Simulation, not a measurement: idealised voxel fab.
Process module in this document: voxel wiring stack
Pictured: cross-section cut, 210 nm wide, on a grid of 5 nm square cells.
How to read a cross-section here: the picture is a grid of square cells, written as bands going from the top down, and any band can span one or more rows of cells. Read a band's entry like this: the first values are the height of its top and the height of its bottom in nm, and what follows is the sequence of materials from left to right, each with its width in nm. Note that "air" is empty space, and that a single material marked "edge to edge" reaches across the band from edge to edge. Heights are expressed relative to 0, this being the level below which the as-received wafer comprises one material exclusively. The lowest band is unbounded in the downward direction and is denoted as in "from 0 down". So if you see something like "30->40" for the width, read it as the top row of the band sitting at the first number and the bottom row at the second, with every row in between moving by the same amount as the last. Where the words "nothing different" appear for a step, the cross-section shows no cell changed by that step; every cell remained as before. Enclosed voids (no open way to top), threshold 8 cells or more, entry "Unvented internal voids", notation width x height at distance, distance from left edge, nm. If you see something after the settings on a step's line, that's the simulator's own remark about that step. "overlay nm", when on a step's line for a step with a mask, measures how far to the right of its planned place the mask lay; a negative measure means to the left.

Process steps - plan
- 1: RECEIVE with material Si
- 2: CONFORMAL_DEP with material SiO2, thk nm 10
- 3: CONFORMAL_DEP with material SiN, thk nm 5
- 4: DIRECTIONAL_DEP with material SiO2, thk nm 25
- 5: DIRECTIONAL_DEP with material aC, thk nm 10
- 6: PATTERN with tone open, mask id METAL_1, material resist, width nm 25, pitch nm 50, thk nm 30, overlay nm 0
- 7: DIRECTIONAL_ETCH with etch materials aC, depth nm 10
- 8: STRIP with etch materials resist
- 9: DIRECTIONAL_ETCH with etch materials SiO2, depth nm 25
- 10: DIRECTIONAL_ETCH with etch materials SiN, depth nm 5
- 11: STRIP with etch materials aC
- 12: CONFORMAL_DEP with material TiN, thk nm 5
- 13: FILL_DEP with material Cu, thk nm 5
- 14: CMP with height nm 40
- 15: CONFORMAL_DEP with material SiCN, thk nm 5
- 16: DIRECTIONAL_DEP with material SiO2, thk nm 25
- 17: MASKED_ETCH with tone open, mask id METAL_2_HOLES, width nm 15, pitch nm 50, etch materials SiO2, depth nm 25, overlay nm 0
- 18: MASKED_ETCH with tone open, mask id METAL_2, width nm 25, pitch nm 50, etch materials SiO2, depth nm 15, overlay nm 0
- 19: MASKED_ETCH with tone open, mask id METAL_2, width nm 25, pitch nm 50, etch materials SiCN, depth nm 5, overlay nm 0
- 20: CONFORMAL_DEP with material TiN, thk nm 5
- 21: FILL_DEP with material Cu, thk nm 10
- 22: CMP with height nm 70
- 23: CONFORMAL_DEP with material SiCN, thk nm 5
- 24: DIRECTIONAL_DEP with material lowk, thk nm 35
- 25: PATTERN with tone open, mask id METAL_3, material resist, width nm 25, pitch nm 50, thk nm 15, overlay nm 0
- 26: DIRECTIONAL_ETCH with etch materials lowk, depth nm 20
- 27: STRIP with etch materials resist
- 28: DIRECTIONAL_DEP with material aC, thk nm 15
- 29: PATTERN with tone open, mask id METAL_3_HOLES, material resist, width nm 15, pitch nm 50, thk nm 35, overlay nm 0
- 30: DIRECTIONAL_ETCH with etch materials aC, depth nm 15
- 31: STRIP with etch materials resist
- 32: DIRECTIONAL_ETCH with etch materials lowk, depth nm 15
- 33: DIRECTIONAL_ETCH with etch materials SiCN, depth nm 5
- 34: STRIP with etch materials aC
- 35: CONFORMAL_DEP with material TiN, thk nm 5
- 36: FILL_DEP with material Cu, thk nm 5
- 37: CMP with height nm 110
- 38: CONFORMAL_DEP with material SiN, thk nm 5

Shown in cross-section is the wafer as received, that is, as it stands after step 1
- from 0 down: Si edge to edge
- Unvented internal voids: none

First wafer of two, sectioned at end of module; run went per plan
- from 115 to 110: SiN edge to edge
- from 110 to 95: lowk=15 / TiN=5 / Cu=15 / TiN=5 / lowk=25 / TiN=5 / Cu=15 / TiN=5 / lowk=25 / TiN=5 / Cu=15 / TiN=5 / lowk=25 / TiN=5 / Cu=15 / TiN=5 / lowk=20
- from 95 to 90: lowk=15 / TiN=5 / Cu=5 / TiN=15 / lowk=25 / TiN=5 / Cu=5 / TiN=15 / lowk=25 / TiN=5 / Cu=5 / TiN=15 / lowk=25 / TiN=5 / Cu=5 / TiN=15 / lowk=20
- from 90 to 75: lowk=15 / TiN=5 / Cu=5 / TiN=5 / lowk=35 / TiN=5 / Cu=5 / TiN=5 / lowk=35 / TiN=5 / Cu=5 / TiN=5 / lowk=35 / TiN=5 / Cu=5 / TiN=5 / lowk=30
- from 75 to 70: SiCN=15 / TiN=15 / SiCN=35 / TiN=15 / SiCN=35 / TiN=15 / SiCN=35 / TiN=15 / SiCN=30
- from 70 to 60: SiO2=15 / TiN=5 / Cu=15 / TiN=5 / SiO2=25 / TiN=5 / Cu=15 / TiN=5 / SiO2=25 / TiN=5 / Cu=15 / TiN=5 / SiO2=25 / TiN=5 / Cu=15 / TiN=5 / SiO2=20
- from 60 to 55: SiO2=15 / TiN=5 / Cu=5 / TiN=15 / SiO2=25 / TiN=5 / Cu=5 / TiN=15 / SiO2=25 / TiN=5 / Cu=5 / TiN=15 / SiO2=25 / TiN=5 / Cu=5 / TiN=15 / SiO2=20
- from 55 to 45: SiO2=15 / TiN=5 / Cu=5 / TiN=5 / SiO2=35 / TiN=5 / Cu=5 / TiN=5 / SiO2=35 / TiN=5 / Cu=5 / TiN=5 / SiO2=35 / TiN=5 / Cu=5 / TiN=5 / SiO2=30
- from 45 to 40: SiCN=15 / TiN=15 / SiCN=35 / TiN=15 / SiCN=35 / TiN=15 / SiCN=35 / TiN=15 / SiCN=30
- from 40 to 15: SiO2=15 / TiN=5 / Cu=15 / TiN=5 / SiO2=25 / TiN=5 / Cu=15 / TiN=5 / SiO2=25 / TiN=5 / Cu=15 / TiN=5 / SiO2=25 / TiN=5 / Cu=15 / TiN=5 / SiO2=20
- from 15 to 10: SiN=15 / TiN=25 / SiN=25 / TiN=25 / SiN=25 / TiN=25 / SiN=25 / TiN=25 / SiN=20
- from 10 to 0: SiO2 edge to edge
- from 0 down: Si edge to edge
- Unvented internal voids: none

second wafer at the end: like start, like plan, one mistake
- from 115 to 110: SiN edge to edge
- from 110 to 95: lowk=15 / TiN=5 / Cu=15 / TiN=5 / lowk=25 / TiN=5 / Cu=15 / TiN=5 / lowk=25 / TiN=5 / Cu=15 / TiN=5 / lowk=25 / TiN=5 / Cu=15 / TiN=5 / lowk=20
- from 95 to 90: lowk=15 / TiN=10 / Cu=5 / TiN=10 / lowk=25 / TiN=10 / Cu=5 / TiN=10 / lowk=25 / TiN=10 / Cu=5 / TiN=10 / lowk=25 / TiN=10 / Cu=5 / TiN=10 / lowk=20
- from 90 to 75: lowk=20 / TiN=5 / Cu=5 / TiN=5 / lowk=35 / TiN=5 / Cu=5 / TiN=5 / lowk=35 / TiN=5 / Cu=5 / TiN=5 / lowk=35 / TiN=5 / Cu=5 / TiN=5 / lowk=25
- from 75 to 70: SiCN=20 / TiN=15 / SiCN=35 / TiN=15 / SiCN=35 / TiN=15 / SiCN=35 / TiN=15 / SiCN=25
- from 70 to 60: SiO2=15 / TiN=5 / Cu=15 / TiN=5 / SiO2=25 / TiN=5 / Cu=15 / TiN=5 / SiO2=25 / TiN=5 / Cu=15 / TiN=5 / SiO2=25 / TiN=5 / Cu=15 / TiN=5 / SiO2=20
- from 60 to 55: SiO2=15 / TiN=5 / Cu=5 / TiN=15 / SiO2=25 / TiN=5 / Cu=5 / TiN=15 / SiO2=25 / TiN=5 / Cu=5 / TiN=15 / SiO2=25 / TiN=5 / Cu=5 / TiN=15 / SiO2=20
- from 55 to 45: SiO2=15 / TiN=5 / Cu=5 / TiN=5 / SiO2=35 / TiN=5 / Cu=5 / TiN=5 / SiO2=35 / TiN=5 / Cu=5 / TiN=5 / SiO2=35 / TiN=5 / Cu=5 / TiN=5 / SiO2=30
- from 45 to 40: SiCN=15 / TiN=15 / SiCN=35 / TiN=15 / SiCN=35 / TiN=15 / SiCN=35 / TiN=15 / SiCN=30
- from 40 to 15: SiO2=15 / TiN=5 / Cu=15 / TiN=5 / SiO2=25 / TiN=5 / Cu=15 / TiN=5 / SiO2=25 / TiN=5 / Cu=15 / TiN=5 / SiO2=25 / TiN=5 / Cu=15 / TiN=5 / SiO2=20
- from 15 to 10: SiN=15 / TiN=25 / SiN=25 / TiN=25 / SiN=25 / TiN=25 / SiN=25 / TiN=25 / SiN=20
- from 10 to 0: SiO2 edge to edge
- from 0 down: Si edge to edge
- Unvented internal voids: none
Against the plan, the run slipped here: step 29 was not run as planned; what actually ran was PATTERN with tone open, mask id METAL_3_HOLES, material resist, width nm 15, pitch nm 50, thk nm 35, overlay nm 5
Tallied in cells, the final second wafer holds each material in the same quantity as the first, although not at the same places.
